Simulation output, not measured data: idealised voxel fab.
process module | voxel gate over fins
cross-section cut | 175 nm wide | cells 5 nm
A cross-section is a grid of square cells, given in bands from the top down. A band is one or more rows of cells.
Each band's line starts with the height of the band's top and of its bottom, in nm. Then come its materials from left to right, each with its width in nm. One material with "throughout" fills the band from edge to edge. "air" is empty space.
Height 0 is the level under which the wafer as received is all one material. The lowest band goes on downwards, as in "0 down".
A width such as "30 to 40" changes by the same amount from each row of cells to the next, from the band's top row to its bottom row.
"no change" after a step means that no cell of the cross-section changed.
closed voids: empty space of 8 cells or more with no open way to the top, each as width x height at its distance from the left edge, in nm
after a step's settings: what the simulator itself notes on the step
overlay nm, on a step with a mask: how far to the right of its planned place the mask lay; to the left if negative
plan
1 op RECEIVE | material Si
2 op CONFORMAL_DEP | material SiN | thk nm 10
3 op PATTERN | tone cover | mask id FINS | material resist | width nm 15 | pitch nm 35 | thk nm 20 | overlay nm 0
4 op DIRECTIONAL_ETCH | etch materials SiN | depth nm 10
5 op DIRECTIONAL_ETCH | etch materials Si | depth nm 30
6 op STRIP | etch materials resist
7 op OXIDIZE | depth nm 5
8 op FILL_DEP | material SiO2 | thk nm 15
9 op CMP | height nm 10
10 op SELECTIVE_ETCH | etch materials SiO2 | depth nm 25
11 op STRIP | etch materials SiN
12 op CONFORMAL_DEP | material HfO2 | thk nm 5
13 op CONFORMAL_DEP | material TiN | thk nm 5
14 op CONFORMAL_DEP | material TiAl | thk nm 5
15 op CONFORMAL_DEP | material TiN | thk nm 5
16 op FILL_DEP | material W | thk nm 15
17 op CMP | height nm 30
18 op CONFORMAL_DEP | material SiCN | thk nm 10
as received, after step 1
  0 down: Si throughout
  closed voids: none
a wafer at the end: this start, this plan, one mistake
  40 to 30: SiCN throughout
  30 to 15: W throughout
  15 to 5: W 35 | TiN 105 | W 35
  5 to 0: W 35 | TiN 10 | HfO2 15 | TiN 20 | HfO2 15 | TiN 20 | HfO2 15 | TiN 10 | W 35
  0 to -10: TiN 45 | HfO2 5 | Si 5 | HfO2 5 | TiN 20 | HfO2 5 | Si 5 | HfO2 5 | TiN 20 | HfO2 5 | Si 5 | HfO2 5 | TiN 45
  -10 to -15: HfO2 50 | Si 5 | HfO2 30 | Si 5 | HfO2 30 | Si 5 | HfO2 50
  -15 to -35: SiO2 50 | Si 5 | SiO2 30 | Si 5 | SiO2 30 | Si 5 | SiO2 50
  -35 down: Si throughout
  closed voids: none
what went wrong: step 14 was left out
